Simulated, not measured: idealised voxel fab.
Process module heading - voxel gate over fins
It is cross-section cut that appears here, measuring 240 nm in width, its square cells being 5 nm in size.
Heads up, the way a cross-section reads in here is a grid of square cells, handed over as bands from the top down, with every band being one or more rows of cells. The band entry comprises the height of the band's top followed by the height of its bottom, expressed in nm, and subsequently the band's materials from left to right, each stated together with its width in nm. Where a single material is marked with the word "all across", that material fills the band from edge to edge. The word "empty" represents empty space. Convention: height 0 is the level below which the wafer, as received, is all one material. The lowest band does not terminate at the bottom but continues downward, represented as "z 0 and below". Note: "30->40" means the width goes from the first number (top row of the band) to the second number (bottom row) in equal steps per row of cells. Step note "everything unchanged" = no cross-section cell changed. Entry "Enclosed internal voids" = empty spaces >= 8 cells with no open way to the top; each as width x height at distance, distance from left edge, all nm. The remark found on a step's line after its settings is issued by the simulator itself and pertains to that step. "overlay nm" answers the question of how far to the right of plan the mask lay on a step that has a mask, and when it is negative the answer is to the left.
This section lists the process steps that were planned
1: RECEIVE with material Si
2: CONFORMAL_DEP with material SiN, thk nm 5
3: DIRECTIONAL_DEP with material aC, thk nm 10
4: PATTERN with tone cover, mask id FINS, material resist, width nm 15, pitch nm 40, thk nm 30, overlay nm 0
5: DIRECTIONAL_ETCH with etch materials aC, depth nm 10
6: STRIP with etch materials resist
7: DIRECTIONAL_ETCH with etch materials SiN, depth nm 5
8: DIRECTIONAL_ETCH with etch materials Si, depth nm 40
9: STRIP with etch materials aC
10: OXIDIZE with depth nm 5
11: FILL_DEP with material SiO2, thk nm 5
12: CMP with height nm 5
13: SELECTIVE_ETCH with etch materials SiO2, depth nm 15
14: STRIP with etch materials SiN
15: CONFORMAL_DEP with material HfO2, thk nm 5
16: CONFORMAL_DEP with material TiN, thk nm 5
17: FILL_DEP with material W, thk nm 15
18: CMP with height nm 20
19: CONFORMAL_DEP with material SiN, thk nm 10
On the first of the two wafers: run conducted according to plan
Wafer as received: cross-section following step 1
    z 0 and below: Si all across
    Enclosed internal voids: none
Take a look at the wafer's cross-section after step 2
    z 5 to 0: SiN all across
    Beneath the level 0, the cross-section is identical to its previous state.
Take a look at the wafer's cross-section after step 3
    z 15 to 5: aC all across
    Beneath the level 5, the cross-section is identical to its previous state.
Take a look at the wafer's cross-section after step 4
    z 45 to 15: 70 of empty | 15 of resist | 25 of empty | 15 of resist | 25 of empty | 15 of resist | 75 of empty
    Beneath the level 15, the cross-section is identical to its previous state.
Take a look at the wafer's cross-section after step 5
    z 35 to 15: 70 of empty | 15 of resist | 25 of empty | 15 of resist | 25 of empty | 15 of resist | 75 of empty
    z 15 to 5: 70 of empty | 15 of aC | 25 of empty | 15 of aC | 25 of empty | 15 of aC | 75 of empty
    Beneath the level 5, the cross-section is identical to its previous state.
Take a look at the wafer's cross-section after step 6
    z 15 to 5: 70 of empty | 15 of aC | 25 of empty | 15 of aC | 25 of empty | 15 of aC | 75 of empty
    Beneath the level 5, the cross-section is identical to its previous state.
Take a look at the wafer's cross-section after step 7
    z 15 to 5: 70 of empty | 15 of aC | 25 of empty | 15 of aC | 25 of empty | 15 of aC | 75 of empty
    z 5 to 0: 70 of empty | 15 of SiN | 25 of empty | 15 of SiN | 25 of empty | 15 of SiN | 75 of empty
    Beneath the level 0, the cross-section is identical to its previous state.
Take a look at the wafer's cross-section after step 8
    z 15 to 5: 70 of empty | 15 of aC | 25 of empty | 15 of aC | 25 of empty | 15 of aC | 75 of empty
    z 5 to 0: 70 of empty | 15 of SiN | 25 of empty | 15 of SiN | 25 of empty | 15 of SiN | 75 of empty
    z 0 to -40: 70 of empty | 15 of Si | 25 of empty | 15 of Si | 25 of empty | 15 of Si | 75 of empty
    Beneath the level -40, the cross-section is identical to its previous state.
Take a look at the wafer's cross-section after step 9
    z 5 to 0: 70 of empty | 15 of SiN | 25 of empty | 15 of SiN | 25 of empty | 15 of SiN | 75 of empty
    Beneath the level 0, the cross-section is identical to its previous state.
Take a look at the wafer's cross-section after step 10
    z 5 to 0: 70 of empty | 15 of SiN | 25 of empty | 15 of SiN | 25 of empty | 15 of SiN | 75 of empty
    z 0 to -40: 70 of empty | 5 of SiO2 | 5 of Si | 5 of SiO2 | 25 of empty | 5 of SiO2 | 5 of Si | 5 of SiO2 | 25 of empty | 5 of SiO2 | 5 of Si | 5 of SiO2 | 75 of empty
    z -40 to -45: 75 of SiO2 | 5 of Si | 35 of SiO2 | 5 of Si | 35 of SiO2 | 5 of Si | 80 of SiO2
    Beneath the level -45, the cross-section is identical to its previous state.
Take a look at the wafer's cross-section after step 11
    z 10 to 5: SiO2 all across
    z 5 to 0: 70 of SiO2 | 15 of SiN | 25 of SiO2 | 15 of SiN | 25 of SiO2 | 15 of SiN | 75 of SiO2
    z 0 to -45: 75 of SiO2 | 5 of Si | 35 of SiO2 | 5 of Si | 35 of SiO2 | 5 of Si | 80 of SiO2
    Beneath the level -45, the cross-section is identical to its previous state.
Take a look at the wafer's cross-section after step 12
    z 5 to 0: 70 of SiO2 | 15 of SiN | 25 of SiO2 | 15 of SiN | 25 of SiO2 | 15 of SiN | 75 of SiO2
    Beneath the level 0, the cross-section is identical to its previous state.
Take a look at the wafer's cross-section after step 13
    z 5 to 0: 70 of empty | 15 of SiN | 25 of empty | 15 of SiN | 25 of empty | 15 of SiN | 75 of empty
    z 0 to -10: 75 of empty | 5 of Si | 35 of empty | 5 of Si | 35 of empty | 5 of Si | 80 of empty
    Beneath the level -10, the cross-section is identical to its previous state.
Take a look at the wafer's cross-section after step 14
    z 0 to -10: 75 of empty | 5 of Si | 35 of empty | 5 of Si | 35 of empty | 5 of Si | 80 of empty
    Beneath the level -10, the cross-section is identical to its previous state.
Take a look at the wafer's cross-section after step 15
    z 5 to 0: 70 of empty | 15 of HfO2 | 25 of empty | 15 of HfO2 | 25 of empty | 15 of HfO2 | 75 of empty
    z 0 to -5: 70 of empty | 5 of HfO2 | 5 of Si | 5 of HfO2 | 25 of empty | 5 of HfO2 | 5 of Si | 5 of HfO2 | 25 of empty | 5 of HfO2 | 5 of Si | 5 of HfO2 | 75 of empty
    z -5 to -10: 75 of HfO2 | 5 of Si | 35 of HfO2 | 5 of Si | 35 of HfO2 | 5 of Si | 80 of HfO2
    Beneath the level -10, the cross-section is identical to its previous state.
Take a look at the wafer's cross-section after step 16
    z 10 to 5: 65 of empty | 25 of TiN | 15 of empty | 25 of TiN | 15 of empty | 25 of TiN | 70 of empty
    z 5 to 0: 65 of empty | 5 of TiN | 15 of HfO2 | 5 of TiN | 15 of empty | 5 of TiN | 15 of HfO2 | 5 of TiN | 15 of empty | 5 of TiN | 15 of HfO2 | 5 of TiN | 70 of empty
    z 0 to -5: 70 of TiN | 5 of HfO2 | 5 of Si | 5 of HfO2 | 25 of TiN | 5 of HfO2 | 5 of Si | 5 of HfO2 | 25 of TiN | 5 of HfO2 | 5 of Si | 5 of HfO2 | 75 of TiN
    Beneath the level -5, the cross-section is identical to its previous state.
Take a look at the wafer's cross-section after step 17
    z 25 to 10: W all across
    z 10 to 5: 65 of W | 25 of TiN | 15 of W | 25 of TiN | 15 of W | 25 of TiN | 70 of W
    z 5 to 0: 65 of W | 5 of TiN | 15 of HfO2 | 5 of TiN | 15 of W | 5 of TiN | 15 of HfO2 | 5 of TiN | 15 of W | 5 of TiN | 15 of HfO2 | 5 of TiN | 70 of W
    Beneath the level 0, the cross-section is identical to its previous state.
Take a look at the wafer's cross-section after step 18
    z 20 to 10: W all across
    Beneath the level 10, the cross-section is identical to its previous state.
Take a look at the wafer's cross-section after step 19
    z 30 to 20: SiN all across
    Beneath the level 20, the cross-section is identical to its previous state.
Now the other wafer: same start, same recipe, but we messed up one thing when running it. Up to and including step 3 it's the same as the first one
Second wafer, cut view, end of step 4 per plan
    z 45 to 15: 70 of empty | 20 of resist | 20 of empty | 20 of resist | 20 of empty | 20 of resist | 70 of empty
    Beneath the level 15, the cross-section is identical to its previous state.
Second wafer, cut view, end of step 5 per plan
    z 35 to 15: 70 of empty | 20 of resist | 20 of empty | 20 of resist | 20 of empty | 20 of resist | 70 of empty
    z 15 to 5: 70 of empty | 20 of aC | 20 of empty | 20 of aC | 20 of empty | 20 of aC | 70 of empty
    Beneath the level 5, the cross-section is identical to its previous state.
Second wafer, cut view, end of step 6 per plan
    z 15 to 5: 70 of empty | 20 of aC | 20 of empty | 20 of aC | 20 of empty | 20 of aC | 70 of empty
    Beneath the level 5, the cross-section is identical to its previous state.
Second wafer, cut view, end of step 7 per plan
    z 15 to 5: 70 of empty | 20 of aC | 20 of empty | 20 of aC | 20 of empty | 20 of aC | 70 of empty
    z 5 to 0: 70 of empty | 20 of SiN | 20 of empty | 20 of SiN | 20 of empty | 20 of SiN | 70 of empty
    Beneath the level 0, the cross-section is identical to its previous state.
Second wafer, cut view, end of step 8 per plan
    z 15 to 5: 70 of empty | 20 of aC | 20 of empty | 20 of aC | 20 of empty | 20 of aC | 70 of empty
    z 5 to 0: 70 of empty | 20 of SiN | 20 of empty | 20 of SiN | 20 of empty | 20 of SiN | 70 of empty
    z 0 to -40: 70 of empty | 20 of Si | 20 of empty | 20 of Si | 20 of empty | 20 of Si | 70 of empty
    Beneath the level -40, the cross-section is identical to its previous state.
Second wafer, cut view, end of step 9 per plan
    z 5 to 0: 70 of empty | 20 of SiN | 20 of empty | 20 of SiN | 20 of empty | 20 of SiN | 70 of empty
    Beneath the level 0, the cross-section is identical to its previous state.
Second wafer, cut view, end of step 10 per plan
    z 5 to 0: 70 of empty | 20 of SiN | 20 of empty | 20 of SiN | 20 of empty | 20 of SiN | 70 of empty
    z 0 to -40: 70 of empty | 5 of SiO2 | 10 of Si | 5 of SiO2 | 20 of empty | 5 of SiO2 | 10 of Si | 5 of SiO2 | 20 of empty | 5 of SiO2 | 10 of Si | 5 of SiO2 | 70 of empty
    z -40 to -45: 75 of SiO2 | 10 of Si | 30 of SiO2 | 10 of Si | 30 of SiO2 | 10 of Si | 75 of SiO2
    Beneath the level -45, the cross-section is identical to its previous state.
Second wafer, cut view, end of step 11 per plan
    z 10 to 5: SiO2 all across
    z 5 to 0: 70 of SiO2 | 20 of SiN | 20 of SiO2 | 20 of SiN | 20 of SiO2 | 20 of SiN | 70 of SiO2
    z 0 to -45: 75 of SiO2 | 10 of Si | 30 of SiO2 | 10 of Si | 30 of SiO2 | 10 of Si | 75 of SiO2
    Beneath the level -45, the cross-section is identical to its previous state.
Second wafer, cut view, end of step 12 per plan
    z 5 to 0: 70 of SiO2 | 20 of SiN | 20 of SiO2 | 20 of SiN | 20 of SiO2 | 20 of SiN | 70 of SiO2
    Beneath the level 0, the cross-section is identical to its previous state.
Second wafer, cut view, end of step 13 per plan
    z 5 to 0: 70 of empty | 20 of SiN | 20 of empty | 20 of SiN | 20 of empty | 20 of SiN | 70 of empty
    z 0 to -10: 75 of empty | 10 of Si | 30 of empty | 10 of Si | 30 of empty | 10 of Si | 75 of empty
    Beneath the level -10, the cross-section is identical to its previous state.
Second wafer, cut view, end of step 14 per plan
    z 0 to -10: 75 of empty | 10 of Si | 30 of empty | 10 of Si | 30 of empty | 10 of Si | 75 of empty
    Beneath the level -10, the cross-section is identical to its previous state.
Second wafer, cut view, end of step 15 per plan
    z 5 to 0: 70 of empty | 20 of HfO2 | 20 of empty | 20 of HfO2 | 20 of empty | 20 of HfO2 | 70 of empty
    z 0 to -5: 70 of empty | 5 of HfO2 | 10 of Si | 5 of HfO2 | 20 of empty | 5 of HfO2 | 10 of Si | 5 of HfO2 | 20 of empty | 5 of HfO2 | 10 of Si | 5 of HfO2 | 70 of empty
    z -5 to -10: 75 of HfO2 | 10 of Si | 30 of HfO2 | 10 of Si | 30 of HfO2 | 10 of Si | 75 of HfO2
    Beneath the level -10, the cross-section is identical to its previous state.
Second wafer, cut view, end of step 16 per plan
    z 10 to 5: 65 of empty | 30 of TiN | 10 of empty | 30 of TiN | 10 of empty | 30 of TiN | 65 of empty
    z 5 to 0: 65 of empty | 5 of TiN | 20 of HfO2 | 5 of TiN | 10 of empty | 5 of TiN | 20 of HfO2 | 5 of TiN | 10 of empty | 5 of TiN | 20 of HfO2 | 5 of TiN | 65 of empty
    z 0 to -5: 70 of TiN | 5 of HfO2 | 10 of Si | 5 of HfO2 | 20 of TiN | 5 of HfO2 | 10 of Si | 5 of HfO2 | 20 of TiN | 5 of HfO2 | 10 of Si | 5 of HfO2 | 70 of TiN
    Beneath the level -5, the cross-section is identical to its previous state.
Second wafer, cut view, end of step 17 per plan
    z 25 to 10: W all across
    z 10 to 5: 65 of W | 30 of TiN | 10 of W | 30 of TiN | 10 of W | 30 of TiN | 65 of W
    z 5 to 0: 65 of W | 5 of TiN | 20 of HfO2 | 5 of TiN | 10 of W | 5 of TiN | 20 of HfO2 | 5 of TiN | 10 of W | 5 of TiN | 20 of HfO2 | 5 of TiN | 65 of W
    Beneath the level 0, the cross-section is identical to its previous state.
Second wafer, cut view, end of step 18 per plan
    z 20 to 10: W all across
    Beneath the level 10, the cross-section is identical to its previous state.
Second wafer, cut view, end of step 19 per plan
    z 30 to 20: SiN all across
    Beneath the level 20, the cross-section is identical to its previous state.
What was done differently from what was planned? step 4 did not happen as planned, as run it was PATTERN with tone cover, mask id FINS, material resist, width nm 20, pitch nm 40, thk nm 30, overlay nm 0
In the final state, the cell counts of the second wafer exceed or fall short of those of the first for the following materials: +27 Si | -21 SiO2 | -6 W
